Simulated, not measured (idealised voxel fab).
voxel transistor to metal: a process module
Cross-section cut: width 140 nm, square cells of 5 nm.
Cross-sections here: square-cell grids, written as top-down lists of bands, a band being one or more rows of cells.
First you get the band's top height and its bottom height, in nm, and then the materials it's made of, left to right, with each width in nm. If you see a single material with "all across", that one covers the band edge to edge. "blank" is empty space.
The reference from which all heights are counted is 0, the level beneath which the as-received wafer is entirely one material; the lowest band, having no lower bound, proceeds downward and is written after the example "0 nm and below".
The expression "30->40" gives the width at the extremes of the band, the first number at its top row of cells and the second at its bottom row, with the width changing by equal amounts from each row to the next in between.
When a step is marked "no modifications", none of the cells in the cross-section changed during that step.
This entry, "Sealed cavities", enumerates those empty regions of no fewer than 8 cells that possess no open connection to the top. Each region is reported in the form width x height at distance, the distance being taken from the left edge, with all three quantities expressed in nm.
Past the settings on a step's line: simulator remark, on that step.
Regarding "overlay nm": on a step with a mask, it is the distance the mask lay to the right of its planned place; a negative value places it to the left.

HERE'S WHAT THE PLANNED PROCESS STEPS LOOK LIKE
1. RECEIVE,material Si
2. OXIDIZE,depth nm 5
3. CONFORMAL_DEP,material SiN,thk nm 15
4. PATTERN,tone cover,mask id ACTIVE,material resist,width nm 100,thk nm 15,overlay nm 0
5. DIRECTIONAL_ETCH,etch materials SiN,depth nm 15
6. DIRECTIONAL_ETCH,etch materials SiO2,depth nm 5
7. DIRECTIONAL_ETCH,etch materials Si,depth nm 30
8. STRIP,etch materials resist
9. OXIDIZE,depth nm 5
10. FILL_DEP,material SiO2,thk nm 10
11. CMP,height nm 15
12. SELECTIVE_ETCH,etch materials SiO2,depth nm 5
13. STRIP,etch materials SiN
14. SELECTIVE_ETCH,etch materials SiO2,depth nm 5
15. OXIDIZE,depth nm 5
16. DIRECTIONAL_DEP,material polySi,thk nm 20
17. DIRECTIONAL_DEP,material SiCN,thk nm 15
18. DIRECTIONAL_DEP,material aC,thk nm 15
19. PATTERN,tone cover,mask id GATE,material resist,width nm 20,thk nm 35,overlay nm 0
20. DIRECTIONAL_ETCH,etch materials aC,depth nm 15
21. STRIP,etch materials resist
22. DIRECTIONAL_ETCH,etch materials SiCN,depth nm 25
23. DIRECTIONAL_ETCH,etch materials polySi,depth nm 30
24. STRIP,etch materials aC
25. CONFORMAL_DEP,material SiN,thk nm 10
26. DIRECTIONAL_ETCH,etch materials SiN,depth nm 10
27. DIRECTIONAL_ETCH,etch materials SiO2,depth nm 5
28. DIRECTIONAL_ETCH,etch materials Si,depth nm 15
29. EPI,material nSi,thk nm 15
30. FILL_DEP,material SiO2,thk nm 10
31. CMP,height nm 30
32. DIRECTIONAL_DEP,material SiO2,thk nm 10
33. DIRECTIONAL_DEP,material aC,thk nm 15
34. PATTERN,tone open,mask id CONTACT,material resist,width nm 25,pitch nm 55,thk nm 35,overlay nm 0
35. DIRECTIONAL_ETCH,etch materials aC,depth nm 15
36. STRIP,etch materials resist
37. DIRECTIONAL_ETCH,etch materials SiO2,depth nm 50
38. STRIP,etch materials aC
39. CONFORMAL_DEP,material TiN,thk nm 5
40. FILL_DEP,material W,thk nm 10
41. CMP,height nm 40
42. CONFORMAL_DEP,material SiN,thk nm 5
43. DIRECTIONAL_DEP,material SiO2,thk nm 25
44. MASKED_ETCH,tone open,mask id METAL_1,width nm 15,pitch nm 65,etch materials SiO2,depth nm 25,overlay nm 0
45. MASKED_ETCH,tone open,mask id METAL_1,width nm 15,pitch nm 65,etch materials SiN,depth nm 5,overlay nm 0
46. CONFORMAL_DEP,material TiN,thk nm 5
47. FILL_DEP,material Ru,thk nm 10
48. CMP,height nm 70
49. CONFORMAL_DEP,material SiCN,thk nm 5
50. DIRECTIONAL_DEP,material lowk,thk nm 25
51. PATTERN,tone open,mask id METAL_2,material resist,width nm 15,pitch nm 65,thk nm 15,overlay nm 0
52. DIRECTIONAL_ETCH,etch materials lowk,depth nm 15
53. STRIP,etch materials resist
54. PATTERN,tone open,mask id METAL_2_HOLES,material resist,width nm 15,pitch nm 65,thk nm 20,overlay nm 0
55. DIRECTIONAL_ETCH,etch materials lowk,depth nm 10
56. DIRECTIONAL_ETCH,etch materials SiCN,depth nm 5
57. STRIP,etch materials resist
58. CONFORMAL_DEP,material TiN,thk nm 5
59. FILL_DEP,material Cu,thk nm 10
60. CMP,height nm 100
61. CONFORMAL_DEP,material SiN,thk nm 5

CROSS-SECTIONAL VIEW OF THE WAFER IN ITS AS-RECEIVED CONDITION, CORRESPONDING TO THE STATE AFTER STEP 1
- 0 nm and below = Si all across
- Sealed cavities: none

FIGURE: CROSS-SECTIONAL VIEW OF THE WAFER UPON COMPLETION OF THE MODULE, PROCESSED FROM THE INITIAL STATE AND ACCORDING TO THE PLAN DEPICTED ABOVE, WITH ONE ERROR INTRODUCED DURING EXECUTION
- 105 nm to 100 nm = SiN all across
- 100 nm to 75 nm = lowk all across
- 75 nm to 70 nm = SiCN all across
- 70 nm to 45 nm = SiO2 30, then TiN 5, then Ru 5, then TiN 5, then SiO2 50, then TiN 5, then Ru 5, then TiN 5, then SiO2 30
- 45 nm to 40 nm = SiN 30, then TiN 15, then SiN 50, then TiN 15, then SiN 30
- 40 nm to 30 nm = SiO2 30, then TiN 5, then W 15->10, then TiN 5->10, then SiO2 30, then TiN 5->10, then W 15->10, then TiN 5, then SiO2 30
- 30 nm to 15 nm = SiO2 30, then TiN 5, then W 10, then TiN 5, then SiN 10, then SiCN 20, then SiN 10, then TiN 5, then W 10, then TiN 5, then SiO2 30
- 15 nm to 10 nm = SiO2 30, then TiN 5, then W 10, then TiN 5, then SiN 10, then polySi 20, then SiN 10, then TiN 5, then W 10, then TiN 5, then SiO2 30
- 10 nm to 5 nm = SiO2 30, then TiN 20, then SiN 10, then polySi 20, then SiN 10, then TiN 20, then SiO2 30
- 5 nm to -5 nm = SiO2 15, then SiN 10, then SiO2 5, then TiN 5, then nSi 15, then SiN 10, then polySi 20, then SiN 10, then nSi 15, then TiN 5, then SiO2 5, then SiN 10, then SiO2 15
- -5 nm to -10 nm = SiO2 30, then TiN 5, then nSi 15, then SiO2 40, then nSi 15, then TiN 5, then SiO2 30
- -10 nm to -25 nm = SiO2 25, then nSi 25, then Si 40, then nSi 25, then SiO2 25
- -25 nm to -40 nm = SiO2 25, then Si 90, then SiO2 25
- -40 nm and below = Si all across
- Sealed cavities: none
Want to know what went wrong? step 50 of the plan was twice carried out
